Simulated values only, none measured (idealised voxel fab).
Process module, titled voxel capacitor over wiring
Pictured: cross-section cut, 280 nm wide, on a grid of 5 nm square cells.
Format of a cross-section: grid, square cells. Given as bands. Order: top down. Band: one or more rows of cells.
The band entry comprises the height of the band's top followed by the height of its bottom, expressed in nm, and subsequently the band's materials from left to right, each stated together with its width in nm. Where a single material is marked with the word "throughout", that material fills the band from edge to edge. The word "air" represents empty space.
Height is counted from the level 0, under which the received wafer is composed throughout of one material. The lowest of the bands is not closed at the bottom but continues downward, in the notation "top 0, no bottom".
A width such as "30 to 40" changes by the same amount from each row of cells to the next, from the band's top row to its bottom row.
Step note "left unchanged" = no cross-section cell changed.
Reported under the label "Closed internal voids" are the empty spaces having no open way to the top and comprising 8 cells or more; the notation for each is width x height at distance, in which the distance is measured from the left edge and all three values are in nm.
Anything after a step's settings on that line? It's the simulator's own note about the step.
The line of a step may include "overlay nm". On a step with a mask, this value is how far to the right of its planned place the mask lay. A negative value means the mask lay to the left.

**These are the steps we planned for the process**
1. RECEIVE,material Si
2. CONFORMAL_DEP,material SiO2,thk nm 10
3. CONFORMAL_DEP,material SiN,thk nm 5
4. DIRECTIONAL_DEP,material lowk,thk nm 20
5. DIRECTIONAL_DEP,material aC,thk nm 10
6. PATTERN,tone open,mask id METAL_1,material resist,width nm 30,pitch nm 80,thk nm 25,overlay nm 0
7. DIRECTIONAL_ETCH,etch materials aC,depth nm 10
8. STRIP,etch materials resist
9. DIRECTIONAL_ETCH,etch materials lowk,depth nm 20
10. DIRECTIONAL_ETCH,etch materials SiN,depth nm 5
11. STRIP,etch materials aC
12. CONFORMAL_DEP,material TiN,thk nm 5
13. FILL_DEP,material Ru,thk nm 10
14. CMP,height nm 35
15. EPI,material Ru,thk nm 5
16. FILL_DEP,material SiCN,thk nm 5
17. DIRECTIONAL_DEP,material SiO2,thk nm 20
18. PATTERN,tone open,mask id PLUG_1,material resist,width nm 15,thk nm 15,overlay nm 0
19. DIRECTIONAL_ETCH,etch materials SiO2,depth nm 20
20. DIRECTIONAL_ETCH,etch materials SiCN,depth nm 5
21. STRIP,etch materials resist
22. EPI,material Ru,thk nm 10
23. EPI,material Ru,thk nm 10
24. EPI,material Ru,thk nm 5
25. DIRECTIONAL_DEP,material TiN,thk nm 5
26. DIRECTIONAL_DEP,material Al2O3,thk nm 5
27. DIRECTIONAL_DEP,material TiN,thk nm 5
28. MASKED_ETCH,tone cover,mask id UPPER_PLATE,width nm 55,etch materials TiN,depth nm 5,overlay nm 0
29. MASKED_ETCH,tone cover,mask id UPPER_PLATE,width nm 55,etch materials Al2O3,depth nm 5,overlay nm 0
30. PATTERN,tone cover,mask id LOWER_PLATE,material resist,width nm 65,thk nm 20,overlay nm 0
31. DIRECTIONAL_ETCH,etch materials TiN,depth nm 5
32. STRIP,etch materials resist
33. FILL_DEP,material SiO2,thk nm 15
34. CMP,height nm 90
35. PATTERN,tone open,mask id PLUG_2,material resist,width nm 15,thk nm 20,overlay nm 0
36. DIRECTIONAL_ETCH,etch materials SiO2,depth nm 10
37. STRIP,etch materials resist
38. CONFORMAL_DEP,material TiN,thk nm 5
39. FILL_DEP,material W,thk nm 5
40. CMP,height nm 90
41. CONFORMAL_DEP,material SiN,thk nm 5

**Received-state cross-section, reflecting completion of step 1**
* top 0, no bottom = Si throughout
* Closed internal voids: none

**Cross-sectional view of the first of the two wafers upon completion of the module, processed in accordance with the plan**
* top 95, bottom 90 = SiN throughout
* top 90, bottom 85 = SiO2 110 nm, then TiN 5 nm, then W 5 nm, then TiN 5 nm, then SiO2 155 nm
* top 85, bottom 75 = SiO2 110 to 100 nm, then TiN 15 to 55 nm, then SiO2 155 to 125 nm
* top 75, bottom 70 = SiO2 100 nm, then Al2O3 55 nm, then SiO2 125 nm
* top 70, bottom 65 = SiO2 95 nm, then TiN 65 nm, then SiO2 120 nm
* top 65, bottom 45 = SiO2 100 nm, then Ru 15 nm, then SiO2 165 nm
* top 45, bottom 40 = SiCN 100 nm, then Ru 15 nm, then SiCN 165 nm
* top 40, bottom 35 = SiCN 80 nm, then Ru 40 nm, then SiCN 40 nm, then Ru 40 nm, then SiCN 80 nm
* top 35, bottom 15 = lowk 85 nm, then TiN 5 nm, then Ru 20 nm, then TiN 5 nm, then lowk 50 nm, then TiN 5 nm, then Ru 20 nm, then TiN 5 nm, then lowk 85 nm
* top 15, bottom 10 = SiN 85 nm, then TiN 30 nm, then SiN 50 nm, then TiN 30 nm, then SiN 85 nm
* top 10, bottom 0 = SiO2 throughout
* top 0, no bottom = Si throughout
* Closed internal voids: none

**Presented here is a cross-section of the second of the two wafers as it stood at the end of the module. It was started in the same manner and assigned the same plan as the first wafer; however, one mistake was made in its execution**
* top 95, bottom 90 = SiN throughout
* top 90, bottom 85 = SiO2 110 nm, then TiN 5 nm, then W 5 nm, then TiN 5 nm, then SiO2 155 nm
* top 85, bottom 80 = SiO2 110 nm, then TiN 15 nm, then SiO2 155 nm
* top 80, bottom 75 = SiO2 throughout
* top 75, bottom 70 = SiO2 100 nm, then Al2O3 55 nm, then SiO2 125 nm
* top 70, bottom 65 = TiN 95 nm, then SiO2 5 nm, then TiN 55 nm, then SiO2 5 nm, then TiN 120 nm
* top 65, bottom 45 = SiO2 100 nm, then Ru 15 nm, then SiO2 165 nm
* top 45, bottom 40 = SiCN 100 nm, then Ru 15 nm, then SiCN 165 nm
* top 40, bottom 35 = SiCN 80 nm, then Ru 40 nm, then SiCN 40 nm, then Ru 40 nm, then SiCN 80 nm
* top 35, bottom 15 = lowk 85 nm, then TiN 5 nm, then Ru 20 nm, then TiN 5 nm, then lowk 50 nm, then TiN 5 nm, then Ru 20 nm, then TiN 5 nm, then lowk 85 nm
* top 15, bottom 10 = SiN 85 nm, then TiN 30 nm, then SiN 50 nm, then TiN 30 nm, then SiN 85 nm
* top 10, bottom 0 = SiO2 throughout
* top 0, no bottom = Si throughout
* Closed internal voids: none
Run error: note that step 30 departed from the planned setting and was carried out as PATTERN,tone open,mask id LOWER_PLATE,material resist,width nm 65,thk nm 20,overlay nm 0
The second wafer ends with more or fewer cells of some materials than the first, per final count: -30 SiO2; +30 TiN
